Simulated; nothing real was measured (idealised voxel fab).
process module | voxel self aligned contacts
cross-section cut | 185 nm wide | cells 5 nm
A cross-section is a grid of square cells, given in bands from the top down. A band is one or more rows of cells.
Each band's line starts with the height of the band's top and of its bottom, in nm. Then come its materials from left to right, each with its width in nm. One material with "throughout" fills the band from edge to edge. "air" is empty space.
Height 0 is the level under which the wafer as received is all one material. The lowest band goes on downwards, as in "0 down".
A width such as "30 to 40" changes by the same amount from each row of cells to the next, from the band's top row to its bottom row.
"no change" after a step means that no cell of the cross-section changed.
closed voids: empty space of 8 cells or more with no open way to the top, each as width x height at its distance from the left edge, in nm
after a step's settings: what the simulator itself notes on the step
overlay nm, on a step with a mask: how far to the right of its planned place the mask lay; to the left if negative
plan
1 op RECEIVE | material Si
2 op OXIDIZE | depth nm 5
3 op DIRECTIONAL_DEP | material polySi | thk nm 25
4 op DIRECTIONAL_DEP | material SiN | thk nm 20
5 op MASKED_ETCH | tone cover | mask id GATE | width nm 25 | pitch nm 80 | etch materials SiN | depth nm 20 | overlay nm 0
6 op MASKED_ETCH | tone cover | mask id GATE | width nm 35 | pitch nm 80 | etch materials polySi | depth nm 25 | overlay nm 0
7 op CONFORMAL_DEP | material SiN | thk nm 10
8 op DIRECTIONAL_ETCH | etch materials SiN | depth nm 10
9 op FILL_DEP | material SiO2 | thk nm 20
10 op CMP | height nm 55
11 op PATTERN | tone open | mask id CONTACT | material resist | width nm 55 | thk nm 15 | overlay nm 0
12 op DIRECTIONAL_ETCH | etch materials SiO2 | depth nm 60
13 op STRIP | etch materials resist
14 op CONFORMAL_DEP | material TiN | thk nm 5
15 op FILL_DEP | material Ru | thk nm 10
16 op CMP | height nm 55
17 op CONFORMAL_DEP | material SiCN | thk nm 5
varied across the wafers: width nm of step 5. The plan shows the first wafer's value. All wafers start alike
first wafer as received, after step 1
  0 down: Si throughout
  closed voids: none
first wafer at the end, after step 17
  60 to 55: SiCN throughout
  55 to 45: SiO2 65 | TiN 5 to 15 | Ru 45 to 25 | TiN 5 to 15 | SiO2 65
  45 to 30: SiO2 30 | SiN 45 | TiN 5 | Ru 25 | TiN 5 | SiN 45 | SiO2 30
  30 to 25: SiO2 30 | SiN 45 | TiN 10 | Ru 15 | TiN 10 | SiN 45 | SiO2 30
  25 to 0: SiO2 25 | SiN 10 | polySi 35 | SiN 10 | TiN 5 | Ru 15 | TiN 5 | SiN 10 | polySi 35 | SiN 10 | SiO2 25
  0 to -5: SiO2 80 | TiN 25 | SiO2 80
  -5 down: Si throughout
  closed voids: none
last wafer at the end
  60 to 55: SiCN throughout
  55 to 50: SiO2 65 | TiN 5 | Ru 45 | TiN 5 | SiO2 65
  50 to 45: SiO2 65 | TiN 55 | SiO2 65
  45 to 25: SiO2 20 | SiN 70 | TiN 10 | SiN 70 | SiO2 15
  25 to 0: SiO2 20 | SiN 10 | polySi 50 | SiN 10 | TiN 10 | SiN 10 | polySi 50 | SiN 10 | SiO2 15
  0 to -5: SiO2 90 | TiN 10 | SiO2 85
  -5 down: Si throughout
  closed voids: none
each wafer at the end: cells of each material gained (+) or lost (-) since it was received, then its closed voids
width nm 25 | +47 Ru | -37 Si | +37 SiCN | +112 SiN | +182 SiO2 | +33 TiN | +70 polySi | closed voids: none
width nm 30 | +43 Ru | -37 Si | +37 SiCN | +120 SiN | +178 SiO2 | +33 TiN | +70 polySi | closed voids: none
width nm 35 | +39 Ru | -37 Si | +37 SiCN | +128 SiN | +174 SiO2 | +33 TiN | +70 polySi | closed voids: none
width nm 40 | +29 Ru | -37 Si | +37 SiCN | +136 SiN | +166 SiO2 | +33 TiN | +80 polySi | closed voids: none
width nm 45 | +19 Ru | -37 Si | +37 SiCN | +144 SiN | +158 SiO2 | +33 TiN | +90 polySi | closed voids: none
width nm 50 | +9 Ru | -37 Si | +37 SiCN | +152 SiN | +150 SiO2 | +33 TiN | +100 polySi | closed voids: none
